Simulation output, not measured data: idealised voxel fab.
Process module name: voxel wiring stack
The figure presents cross-section cut, which has a width of 155 nm and is divided into square cells with an edge length of 5 nm.
Cross-section format: a grid of square cells, given as bands from top to bottom; each band is one or more rows of cells. This entry defines a band. It first specifies the height of the band's top and the height of its bottom in nm, and then specifies the band's materials from left to right, stating each material with its width in nm. The word "all across" identifies a single material that fills the band from edge to edge, while the word "air" identifies empty space. It should be noted that heights are counted from 0, beneath which the wafer as supplied is of one material throughout, and that the lowest band possesses no lower boundary but continues downward, as written in "z 0 and below". Read "30 to 40" as a graded width: first number on top, second number at the bottom, same change between each pair of neighbouring rows. "left unchanged" -> step changed no cross-section cell. Closed empty spaces (no open way to the top) of 8 cells or more are what "Tabulated closed voids" lists, each as width x height at distance from the left edge, nm for all three. What comes after the settings on a step's line is commentary from the simulator itself on that step. Among the settings permitted on a step's line is "overlay nm"; applied to a step with a mask, it specifies the extent to which the mask lay to the right of its planned position, whereas a negative figure signifies a position to the left.
The process steps that were planned are listed below
1: op RECEIVE | material Si
2: op CONFORMAL_DEP | material SiO2 | thk nm 10
3: op DIRECTIONAL_DEP | material TiN | thk nm 5
4: op DIRECTIONAL_DEP | material Ru | thk nm 25
5: op DIRECTIONAL_DEP | material aC | thk nm 15
6: op PATTERN | tone cover | mask id METAL_1 | material resist | width nm 20 | pitch nm 50 | thk nm 35 | overlay nm 0
7: op DIRECTIONAL_ETCH | etch materials aC | depth nm 15
8: op STRIP | etch materials resist
9: op DIRECTIONAL_ETCH | etch materials Ru | depth nm 25
10: op DIRECTIONAL_ETCH | etch materials TiN | depth nm 5
11: op STRIP | etch materials aC
12: op CONFORMAL_DEP | material SiCN | thk nm 5
13: op FILL_DEP | material SiO2 | thk nm 10
14: op CMP | height nm 40
15: op CONFORMAL_DEP | material SiCN | thk nm 5
16: op DIRECTIONAL_DEP | material SiO2 | thk nm 30
17: op MASKED_ETCH | tone open | mask id METAL_2 | width nm 20 | pitch nm 50 | etch materials SiO2 | depth nm 20 | overlay nm 0
18: op PATTERN | tone open | mask id METAL_2_HOLES | material resist | width nm 15 | pitch nm 100 | thk nm 20 | overlay nm 0
19: op DIRECTIONAL_ETCH | etch materials SiO2 | depth nm 10
20: op DIRECTIONAL_ETCH | etch materials SiCN | depth nm 5
21: op STRIP | etch materials resist
22: op CONFORMAL_DEP | material TiN | thk nm 5
23: op FILL_DEP | material Cu | thk nm 10
24: op CMP | height nm 75
25: op CONFORMAL_DEP | material SiCN | thk nm 5
Incoming wafer in cross-section (state: after step 1)
  z 0 and below = Si all across
  Tabulated closed voids: none
End-of-module cross-section. Starting structure and process plan as above; one mistake made in running it
  z 80 to 75 = SiCN all across
  z 75 to 60 = 15 nm SiO2 / 5 nm TiN / 10 nm Cu / 5 nm TiN / 30 nm SiO2 / 5 nm TiN / 10 nm Cu / 5 nm TiN / 30 nm SiO2 / 5 nm TiN / 10 nm Cu / 5 nm TiN / 20 nm SiO2
  z 60 to 55 = 15 nm SiO2 / 5 nm TiN / 5 nm Cu / 10 nm TiN / 30 nm SiO2 / 20 nm TiN / 30 nm SiO2 / 5 nm TiN / 5 nm Cu / 10 nm TiN / 20 nm SiO2
  z 55 to 45 = 15 nm SiO2 / 5 nm TiN / 5 nm Cu / 5 nm TiN / 85 nm SiO2 / 5 nm TiN / 5 nm Cu / 5 nm TiN / 25 nm SiO2
  z 45 to 40 = 15 nm SiCN / 15 nm TiN / 85 nm SiCN / 15 nm TiN / 25 nm SiCN
  z 40 to 20 = 10 nm SiO2 / 5 nm SiCN / 20 nm Ru / 5 nm SiCN / 20 nm SiO2 / 5 nm SiCN / 20 nm Ru / 5 nm SiCN / 20 nm SiO2 / 5 nm SiCN / 20 nm Ru / 5 nm SiCN / 15 nm SiO2
  z 20 to 15 = 15 nm SiCN / 20 nm Ru / 30 nm SiCN / 20 nm Ru / 30 nm SiCN / 20 nm Ru / 20 nm SiCN
  z 15 to 5 = SiO2 all across
  z 5 to 0 = TiN all across
  z 0 and below = Si all across
  Tabulated closed voids: none
Heads up, the wafer didn't run the way we planned it: transposition of steps 2 and 3 relative to the planned sequence
